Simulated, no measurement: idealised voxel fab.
Process module under the name voxel gate over fins
The cross-section on display is named cut; it measures 250 nm wide, and its cells are 5 nm squares.
Cross-section spec: square-cell grid; bands listed top down; each band is one or more rows.
First you get the band's top height and its bottom height, in nm, and then the materials it's made of, left to right, with each width in nm. If you see a single material with "everywhere", that one covers the band edge to edge. "blank" is empty space.
Measure heights from 0. That's the level where, below it, the as-received wafer is all one material. The lowest band is bottomless and extends downward; write it as in "0 down".
It should be noted that a width expressed as "30..40" varies in equal increments from row to row of cells within the band, taking the value of the first number at the top row and that of the second number at the bottom row.
A step reported as "same as before" is a step in which no cell of the cross-section changed.
Closed-off voids of 8+ cells (no open route to the top) go in "Enclosed internal voids", written width x height at distance from the left edge, in nm.
Note: text after step settings on the step line = simulator remark on that step.
A step line may carry the setting "overlay nm", which, for steps involving a mask, states the distance by which the mask lay to the right of its intended position; negative values denote displacement to the left.

Plan:
1: RECEIVE (material Si)
2: CONFORMAL_DEP (material SiN; thk nm 5)
3: PATTERN (tone cover; mask id FINS; material resist; width nm 15; pitch nm 35; thk nm 20; overlay nm 0)
4: DIRECTIONAL_ETCH (etch materials SiN; depth nm 5)
5: DIRECTIONAL_ETCH (etch materials Si; depth nm 30)
6: STRIP (etch materials resist)
7: FILL_DEP (material SiO2; thk nm 10)
8: CMP (height nm 5)
9: SELECTIVE_ETCH (etch materials SiO2; depth nm 15)
10: STRIP (etch materials SiN)
11: CONFORMAL_DEP (material HfO2; thk nm 5)
12: CONFORMAL_DEP (material TiN; thk nm 5)
13: FILL_DEP (material W; thk nm 15)
14: CMP (height nm 20)
15: CONFORMAL_DEP (material SiN; thk nm 5)

So, the first of our two wafers, run just as we planned it:

This is the cross-section of the wafer as we received it, i.e. after step 1:
	0 down  Si everywhere
	Enclosed internal voids: none

So this is the wafer cross-section right after step 2:
	5 to 0  SiN everywhere
	Anything lower than 0 is untouched.

So this is the wafer cross-section right after step 3:
	25 to 5  blank=80 / resist=15 / blank=20 / resist=15 / blank=20 / resist=15 / blank=85
	Anything lower than 5 is untouched.

So this is the wafer cross-section right after step 4:
	25 to 5  blank=80 / resist=15 / blank=20 / resist=15 / blank=20 / resist=15 / blank=85
	5 to 0  blank=80 / SiN=15 / blank=20 / SiN=15 / blank=20 / SiN=15 / blank=85
	Anything lower than 0 is untouched.

So this is the wafer cross-section right after step 5:
	25 to 5  blank=80 / resist=15 / blank=20 / resist=15 / blank=20 / resist=15 / blank=85
	5 to 0  blank=80 / SiN=15 / blank=20 / SiN=15 / blank=20 / SiN=15 / blank=85
	0 to -30  blank=80 / Si=15 / blank=20 / Si=15 / blank=20 / Si=15 / blank=85
	Anything lower than -30 is untouched.

So this is the wafer cross-section right after step 6:
	5 to 0  blank=80 / SiN=15 / blank=20 / SiN=15 / blank=20 / SiN=15 / blank=85
	Anything lower than 0 is untouched.

So this is the wafer cross-section right after step 7:
	15 to 5  SiO2 everywhere
	5 to 0  SiO2=80 / SiN=15 / SiO2=20 / SiN=15 / SiO2=20 / SiN=15 / SiO2=85
	0 to -30  SiO2=80 / Si=15 / SiO2=20 / Si=15 / SiO2=20 / Si=15 / SiO2=85
	Anything lower than -30 is untouched.

So this is the wafer cross-section right after step 8:
	5 to 0  SiO2=80 / SiN=15 / SiO2=20 / SiN=15 / SiO2=20 / SiN=15 / SiO2=85
	Anything lower than 0 is untouched.

So this is the wafer cross-section right after step 9:
	5 to 0  blank=80 / SiN=15 / blank=20 / SiN=15 / blank=20 / SiN=15 / blank=85
	0 to -10  blank=80 / Si=15 / blank=20 / Si=15 / blank=20 / Si=15 / blank=85
	Anything lower than -10 is untouched.

So this is the wafer cross-section right after step 10:
	0 to -10  blank=80 / Si=15 / blank=20 / Si=15 / blank=20 / Si=15 / blank=85
	Anything lower than -10 is untouched.

So this is the wafer cross-section right after step 11:
	5 to 0  blank=75 / HfO2=25 / blank=10 / HfO2=25 / blank=10 / HfO2=25 / blank=80
	0 to -5  blank=75 / HfO2=5 / Si=15 / HfO2=5 / blank=10 / HfO2=5 / Si=15 / HfO2=5 / blank=10 / HfO2=5 / Si=15 / HfO2=5 / blank=80
	-5 to -10  HfO2=80 / Si=15 / HfO2=20 / Si=15 / HfO2=20 / Si=15 / HfO2=85
	Anything lower than -10 is untouched.

So this is the wafer cross-section right after step 12:
	10 to 5  blank=70 / TiN=105 / blank=75
	5 to 0  blank=70 / TiN=5 / HfO2=25 / TiN=10 / HfO2=25 / TiN=10 / HfO2=25 / TiN=5 / blank=75
	0 to -5  TiN=75 / HfO2=5 / Si=15 / HfO2=5 / TiN=10 / HfO2=5 / Si=15 / HfO2=5 / TiN=10 / HfO2=5 / Si=15 / HfO2=5 / TiN=80
	Anything lower than -5 is untouched.

So this is the wafer cross-section right after step 13:
	25 to 10  W everywhere
	10 to 5  W=70 / TiN=105 / W=75
	5 to 0  W=70 / TiN=5 / HfO2=25 / TiN=10 / HfO2=25 / TiN=10 / HfO2=25 / TiN=5 / W=75
	Anything lower than 0 is untouched.

So this is the wafer cross-section right after step 14:
	20 to 10  W everywhere
	Anything lower than 10 is untouched.

So this is the wafer cross-section right after step 15:
	25 to 20  SiN everywhere
	Anything lower than 20 is untouched.

It is to be noted that the second wafer proceeded from the same initial state and according to the same plan as the first, although one mistake was committed in its execution; through step 2, inclusive, the two wafers share an identical history:

Look at the second wafer in cross-section at the time step 3 ought to have finished:
	25 to 5  blank=80 / resist=20 / blank=15 / resist=20 / blank=15 / resist=20 / blank=80
	Anything lower than 5 is untouched.

Look at the second wafer in cross-section at the time step 4 ought to have finished:
	25 to 5  blank=80 / resist=20 / blank=15 / resist=20 / blank=15 / resist=20 / blank=80
	5 to 0  blank=80 / SiN=20 / blank=15 / SiN=20 / blank=15 / SiN=20 / blank=80
	Anything lower than 0 is untouched.

Look at the second wafer in cross-section at the time step 5 ought to have finished:
	25 to 5  blank=80 / resist=20 / blank=15 / resist=20 / blank=15 / resist=20 / blank=80
	5 to 0  blank=80 / SiN=20 / blank=15 / SiN=20 / blank=15 / SiN=20 / blank=80
	0 to -30  blank=80 / Si=20 / blank=15 / Si=20 / blank=15 / Si=20 / blank=80
	Anything lower than -30 is untouched.

Look at the second wafer in cross-section at the time step 6 ought to have finished:
	5 to 0  blank=80 / SiN=20 / blank=15 / SiN=20 / blank=15 / SiN=20 / blank=80
	Anything lower than 0 is untouched.

Look at the second wafer in cross-section at the time step 7 ought to have finished:
	15 to 5  SiO2 everywhere
	5 to 0  SiO2=80 / SiN=20 / SiO2=15 / SiN=20 / SiO2=15 / SiN=20 / SiO2=80
	0 to -30  SiO2=80 / Si=20 / SiO2=15 / Si=20 / SiO2=15 / Si=20 / SiO2=80
	Anything lower than -30 is untouched.

Look at the second wafer in cross-section at the time step 8 ought to have finished:
	5 to 0  SiO2=80 / SiN=20 / SiO2=15 / SiN=20 / SiO2=15 / SiN=20 / SiO2=80
	Anything lower than 0 is untouched.

Look at the second wafer in cross-section at the time step 9 ought to have finished:
	5 to 0  blank=80 / SiN=20 / blank=15 / SiN=20 / blank=15 / SiN=20 / blank=80
	0 to -10  blank=80 / Si=20 / blank=15 / Si=20 / blank=15 / Si=20 / blank=80
	Anything lower than -10 is untouched.

Look at the second wafer in cross-section at the time step 10 ought to have finished:
	0 to -10  blank=80 / Si=20 / blank=15 / Si=20 / blank=15 / Si=20 / blank=80
	Anything lower than -10 is untouched.

Look at the second wafer in cross-section at the time step 11 ought to have finished:
	5 to 0  blank=75 / HfO2=30 / blank=5 / HfO2=30 / blank=5 / HfO2=30 / blank=75
	0 to -5  blank=75 / HfO2=5 / Si=20 / HfO2=5 / blank=5 / HfO2=5 / Si=20 / HfO2=5 / blank=5 / HfO2=5 / Si=20 / HfO2=5 / blank=75
	-5 to -10  HfO2=80 / Si=20 / HfO2=15 / Si=20 / HfO2=15 / Si=20 / HfO2=80
	Anything lower than -10 is untouched.

Look at the second wafer in cross-section at the time step 12 ought to have finished:
	10 to 5  blank=70 / TiN=110 / blank=70
	5 to 0  blank=70 / TiN=5 / HfO2=30 / TiN=5 / HfO2=30 / TiN=5 / HfO2=30 / TiN=5 / blank=70
	0 to -5  TiN=75 / HfO2=5 / Si=20 / HfO2=5 / TiN=5 / HfO2=5 / Si=20 / HfO2=5 / TiN=5 / HfO2=5 / Si=20 / HfO2=5 / TiN=75
	Anything lower than -5 is untouched.

Look at the second wafer in cross-section at the time step 13 ought to have finished:
	25 to 10  W everywhere
	10 to 5  W=70 / TiN=110 / W=70
	5 to 0  W=70 / TiN=5 / HfO2=30 / TiN=5 / HfO2=30 / TiN=5 / HfO2=30 / TiN=5 / W=70
	Anything lower than 0 is untouched.

Look at the second wafer in cross-section at the time step 14 ought to have finished:
	20 to 10  W everywhere
	Anything lower than 10 is untouched.

Look at the second wafer in cross-section at the time step 15 ought to have finished:
	25 to 20  SiN everywhere
	Anything lower than 20 is untouched.
Plan not followed: for step 3, the planned setting was not used; the step was instead run as PATTERN (tone cover; mask id FINS; material resist; width nm 20; pitch nm 35; thk nm 20; overlay nm 0)
The second wafer ends with more or fewer cells of some materials than the first, per final count: 18 more of Si; 12 fewer of SiO2; 4 fewer of TiN; 2 fewer of W
